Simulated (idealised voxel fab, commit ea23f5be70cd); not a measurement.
Name of the process module below: voxel self aligned contacts
cross-section cut | 245 nm wide | cells 5 nm
Each cross-section below is a grid of square cells, stated as bands in top-down order, with one or more rows of cells making up each band. What a band's entry tells you: where the top is and where the bottom is, as heights in nm, and after that what lies inside, material by material from left to right, each with its width in nm. Empty space is written as the word "air", and a single material marked with the word "everywhere" occupies the band from edge to edge. Note: height 0 marks the level under which the wafer is uniformly one material as received. Lowest band unbounded below, written "0 nm and below". Read "30..40" as a graded width: first number on top, second number at the bottom, same change between each pair of neighbouring rows. No cell of the cross-section changed in a step that is given as "nothing got changed". "Enclosed void catalog" enumerates empty spaces isolated from the top, with no open way to it, that contain at least 8 cells, giving each as width x height at distance from the left edge, all three in nm. Text after the settings on a step's line: the simulator's own remark on that step. The "overlay nm" setting may appear on a step's line; for a step that uses a mask, it gives how far to the right of its planned position the mask lay, and a negative value indicates the left.

Steps in the process plan
| 1 | op RECEIVE | material Si |
| 2 | op OXIDIZE | depth nm 5 |
| 3 | op DIRECTIONAL_DEP | material polySi | thk nm 30 |
| 4 | op DIRECTIONAL_DEP | material SiN | thk nm 15 |
| 5 | op MASKED_ETCH | tone cover | mask id GATE | width nm 35 | pitch nm 70 | etch materials SiN | depth nm 15 | overlay nm 0 |
| 6 | op MASKED_ETCH | tone cover | mask id GATE | width nm 35 | pitch nm 70 | etch materials polySi | depth nm 30 | overlay nm 0 |
| 7 | op CONFORMAL_DEP | material SiN | thk nm 5 |
| 8 | op DIRECTIONAL_ETCH | etch materials SiN | depth nm 5 |
| 9 | op FILL_DEP | material SiO2 | thk nm 15 |
| 10 | op CMP | height nm 50 |
| 11 | op DIRECTIONAL_DEP | material aC | thk nm 15 |
| 12 | op PATTERN | tone open | mask id CONTACT | material resist | width nm 55 | pitch nm 70 | thk nm 35 | overlay nm 0 |
| 13 | op DIRECTIONAL_ETCH | etch materials aC | depth nm 15 |
| 14 | op STRIP | etch materials resist |
| 15 | op DIRECTIONAL_ETCH | etch materials SiO2 | depth nm 55 |
| 16 | op STRIP | etch materials aC |
| 17 | op CONFORMAL_DEP | material TiN | thk nm 5 |
| 18 | op FILL_DEP | material Ru | thk nm 10 |
| 19 | op CMP | height nm 50 |
| 20 | op CONFORMAL_DEP | material SiCN | thk nm 5 |

The first of the two wafers, which ran as planned

Cross-section: wafer on arrival = after step 1
> 0 nm and below  Si everywhere
> Enclosed void catalog: none

Sectional view: wafer, after step 2
> 0 nm to -5 nm  SiO2 everywhere
> Below -5, the layers are the same as they were.

Sectional view: wafer, after step 3
> 30 nm to 0 nm  polySi everywhere
> Below 0, the layers are the same as they were.

Sectional view: wafer, after step 4
> 45 nm to 30 nm  SiN everywhere
> Below 30, the layers are the same as they were.

Sectional view: wafer, after step 5
> 45 nm to 30 nm  air 35 | SiN 35 | air 35 | SiN 35 | air 35 | SiN 35 | air 35
> Below 30, the layers are the same as they were.

Sectional view: wafer, after step 6
> 45 nm to 30 nm  air 35 | SiN 35 | air 35 | SiN 35 | air 35 | SiN 35 | air 35
> 30 nm to 0 nm  air 35 | polySi 35 | air 35 | polySi 35 | air 35 | polySi 35 | air 35
> Below 0, the layers are the same as they were.

Sectional view: wafer, after step 7
> 50 nm to 30 nm  air 30 | SiN 45 | air 25 | SiN 45 | air 25 | SiN 45 | air 30
> 30 nm to 5 nm  air 30 | SiN 5 | polySi 35 | SiN 5 | air 25 | SiN 5 | polySi 35 | SiN 5 | air 25 | SiN 5 | polySi 35 | SiN 5 | air 30
> 5 nm to 0 nm  SiN 35 | polySi 35 | SiN 35 | polySi 35 | SiN 35 | polySi 35 | SiN 35
> Below 0, the layers are the same as they were.

Sectional view: wafer, after step 8
> 45 nm to 30 nm  air 30 | SiN 45 | air 25 | SiN 45 | air 25 | SiN 45 | air 30
> 30 nm to 0 nm  air 30 | SiN 5 | polySi 35 | SiN 5 | air 25 | SiN 5 | polySi 35 | SiN 5 | air 25 | SiN 5 | polySi 35 | SiN 5 | air 30
> Below 0, the layers are the same as they were.

Sectional view: wafer, after step 9
> 60 nm to 45 nm  SiO2 everywhere
> 45 nm to 30 nm  SiO2 30 | SiN 45 | SiO2 25 | SiN 45 | SiO2 25 | SiN 45 | SiO2 30
> 30 nm to 0 nm  SiO2 30 | SiN 5 | polySi 35 | SiN 5 | SiO2 25 | SiN 5 | polySi 35 | SiN 5 | SiO2 25 | SiN 5 | polySi 35 | SiN 5 | SiO2 30
> Below 0, the layers are the same as they were.

Sectional view: wafer, after step 10
> 50 nm to 45 nm  SiO2 everywhere
> Below 45, the layers are the same as they were.

Sectional view: wafer, after step 11
> 65 nm to 50 nm  aC everywhere
> Below 50, the layers are the same as they were.

Sectional view: wafer, after step 12
> 100 nm to 65 nm  resist 60 | air 55 | resist 15 | air 55 | resist 60
> Below 65, the layers are the same as they were.

Sectional view: wafer, after step 13
> 85 nm to 65 nm  resist 60 | air 55 | resist 15 | air 55 | resist 60
> 65 nm to 50 nm  aC 60 | air 55 | aC 15 | air 55 | aC 60
> Below 50, the layers are the same as they were.

Sectional view: wafer, after step 14
> 65 nm to 50 nm  aC 60 | air 55 | aC 15 | air 55 | aC 60
> Below 50, the layers are the same as they were.

Sectional view: wafer, after step 15
> 65 nm to 50 nm  aC 60 | air 55 | aC 15 | air 55 | aC 60
> 50 nm to 45 nm  SiO2 60 | air 55 | SiO2 15 | air 55 | SiO2 60
> 45 nm to 30 nm  SiO2 30 | SiN 45 | air 25 | SiN 45 | air 25 | SiN 45 | SiO2 30
> 30 nm to 0 nm  SiO2 30 | SiN 5 | polySi 35 | SiN 5 | air 25 | SiN 5 | polySi 35 | SiN 5 | air 25 | SiN 5 | polySi 35 | SiN 5 | SiO2 30
> 0 nm to -5 nm  SiO2 75 | air 25 | SiO2 45 | air 25 | SiO2 75
> Below -5, the layers are the same as they were.

Sectional view: wafer, after step 16
> 50 nm to 45 nm  SiO2 60 | air 55 | SiO2 15 | air 55 | SiO2 60
> Below 45, the layers are the same as they were.

Sectional view: wafer, after step 17
> 55 nm to 50 nm  TiN 65 | air 45 | TiN 25 | air 45 | TiN 65
> 50 nm to 45 nm  SiO2 60 | TiN 20 | air 15 | TiN 20 | SiO2 15 | TiN 20 | air 15 | TiN 20 | SiO2 60
> 45 nm to 30 nm  SiO2 30 | SiN 45 | TiN 5 | air 15 | TiN 5 | SiN 45 | TiN 5 | air 15 | TiN 5 | SiN 45 | SiO2 30
> 30 nm to 0 nm  SiO2 30 | SiN 5 | polySi 35 | SiN 5 | TiN 5 | air 15 | TiN 5 | SiN 5 | polySi 35 | SiN 5 | TiN 5 | air 15 | TiN 5 | SiN 5 | polySi 35 | SiN 5 | SiO2 30
> 0 nm to -5 nm  SiO2 75 | TiN 25 | SiO2 45 | TiN 25 | SiO2 75
> Below -5, the layers are the same as they were.

Sectional view: wafer, after step 18
> 65 nm to 55 nm  Ru everywhere
> 55 nm to 50 nm  TiN 65 | Ru 45 | TiN 25 | Ru 45 | TiN 65
> 50 nm to 45 nm  SiO2 60 | TiN 20 | Ru 15 | TiN 20 | SiO2 15 | TiN 20 | Ru 15 | TiN 20 | SiO2 60
> 45 nm to 30 nm  SiO2 30 | SiN 45 | TiN 5 | Ru 15 | TiN 5 | SiN 45 | TiN 5 | Ru 15 | TiN 5 | SiN 45 | SiO2 30
> 30 nm to 0 nm  SiO2 30 | SiN 5 | polySi 35 | SiN 5 | TiN 5 | Ru 15 | TiN 5 | SiN 5 | polySi 35 | SiN 5 | TiN 5 | Ru 15 | TiN 5 | SiN 5 | polySi 35 | SiN 5 | SiO2 30
> Below 0, the layers are the same as they were.

Sectional view: wafer, after step 19
> 50 nm to 45 nm  SiO2 60 | TiN 20 | Ru 15 | TiN 20 | SiO2 15 | TiN 20 | Ru 15 | TiN 20 | SiO2 60
> Below 45, the layers are the same as they were.

Sectional view: wafer, after step 20
> 55 nm to 50 nm  SiCN everywhere
> Below 50, the layers are the same as they were.

It is to be noted that the second wafer proceeded from the same initial state and according to the same plan as the first, although one mistake was committed in its execution; through step 4, inclusive, the two wafers share an identical history

Cross-section of the second wafer at the time by which step 5 should have been completed according to the plan
> 45 nm to 40 nm  air 35 | SiN 35 | air 35 | SiN 35 | air 35 | SiN 35 | air 35
> Below 40, the layers are the same as they were.

Cross-section of the second wafer at the time by which step 6 should have been completed according to the plan: nothing got changed

Cross-section of the second wafer at the time by which step 7 should have been completed according to the plan
> 50 nm to 45 nm  air 30 | SiN 45 | air 25 | SiN 45 | air 25 | SiN 45 | air 30
> 45 nm to 30 nm  SiN everywhere
> Below 30, the layers are the same as they were.

Cross-section of the second wafer at the time by which step 8 should have been completed according to the plan
> 45 nm to 40 nm  air 30 | SiN 45 | air 25 | SiN 45 | air 25 | SiN 45 | air 30
> Below 40, the layers are the same as they were.

Cross-section of the second wafer at the time by which step 9 should have been completed according to the plan
> 60 nm to 45 nm  SiO2 everywhere
> 45 nm to 40 nm  SiO2 30 | SiN 45 | SiO2 25 | SiN 45 | SiO2 25 | SiN 45 | SiO2 30
> Below 40, the layers are the same as they were.

Cross-section of the second wafer at the time by which step 10 should have been completed according to the plan
> 50 nm to 45 nm  SiO2 everywhere
> Below 45, the layers are the same as they were.

Cross-section of the second wafer at the time by which step 11 should have been completed according to the plan
> 65 nm to 50 nm  aC everywhere
> Below 50, the layers are the same as they were.

Cross-section of the second wafer at the time by which step 12 should have been completed according to the plan
> 100 nm to 65 nm  resist 60 | air 55 | resist 15 | air 55 | resist 60
> Below 65, the layers are the same as they were.

Cross-section of the second wafer at the time by which step 13 should have been completed according to the plan
> 85 nm to 65 nm  resist 60 | air 55 | resist 15 | air 55 | resist 60
> 65 nm to 50 nm  aC 60 | air 55 | aC 15 | air 55 | aC 60
> Below 50, the layers are the same as they were.

Cross-section of the second wafer at the time by which step 14 should have been completed according to the plan
> 65 nm to 50 nm  aC 60 | air 55 | aC 15 | air 55 | aC 60
> Below 50, the layers are the same as they were.

Cross-section of the second wafer at the time by which step 15 should have been completed according to the plan
> 65 nm to 50 nm  aC 60 | air 55 | aC 15 | air 55 | aC 60
> 50 nm to 45 nm  SiO2 60 | air 55 | SiO2 15 | air 55 | SiO2 60
> 45 nm to 40 nm  SiO2 30 | SiN 45 | air 25 | SiN 45 | air 25 | SiN 45 | SiO2 30
> Below 40, the layers are the same as they were.

Cross-section of the second wafer at the time by which step 16 should have been completed according to the plan
> 50 nm to 45 nm  SiO2 60 | air 55 | SiO2 15 | air 55 | SiO2 60
> Below 45, the layers are the same as they were.

Cross-section of the second wafer at the time by which step 17 should have been completed according to the plan
> 55 nm to 50 nm  TiN 65 | air 45 | TiN 25 | air 45 | TiN 65
> 50 nm to 45 nm  SiO2 60 | TiN 20 | air 15 | TiN 20 | SiO2 15 | TiN 20 | air 15 | TiN 20 | SiO2 60
> 45 nm to 40 nm  SiO2 30 | SiN 45 | TiN 25 | SiN 45 | TiN 25 | SiN 45 | SiO2 30
> Below 40, the layers are the same as they were.

Cross-section of the second wafer at the time by which step 18 should have been completed according to the plan
> 65 nm to 55 nm  Ru everywhere
> 55 nm to 50 nm  TiN 65 | Ru 45 | TiN 25 | Ru 45 | TiN 65
> 50 nm to 45 nm  SiO2 60 | TiN 20 | Ru 15 | TiN 20 | SiO2 15 | TiN 20 | Ru 15 | TiN 20 | SiO2 60
> Below 45, the layers are the same as they were.

Cross-section of the second wafer at the time by which step 19 should have been completed according to the plan
> 50 nm to 45 nm  SiO2 60 | TiN 20 | Ru 15 | TiN 20 | SiO2 15 | TiN 20 | Ru 15 | TiN 20 | SiO2 60
> Below 45, the layers are the same as they were.

Cross-section of the second wafer at the time by which step 20 should have been completed according to the plan
> 55 nm to 50 nm  SiCN everywhere
> Below 50, the layers are the same as they were.
Heads up, the wafer didn't run the way we planned it: the process deviated at step 5: the operation and settings actually run there were op MASKED_ETCH | tone cover | mask id GATE | width nm 35 | pitch nm 70 | etch materials SiN | depth nm 5 | overlay nm 0
Upon completion, the second wafer contains, in terms of cells, a greater or smaller amount of certain materials than the first wafer: Ru -54 | SiN +8 | SiO2 -86 | TiN -36 | polySi +168
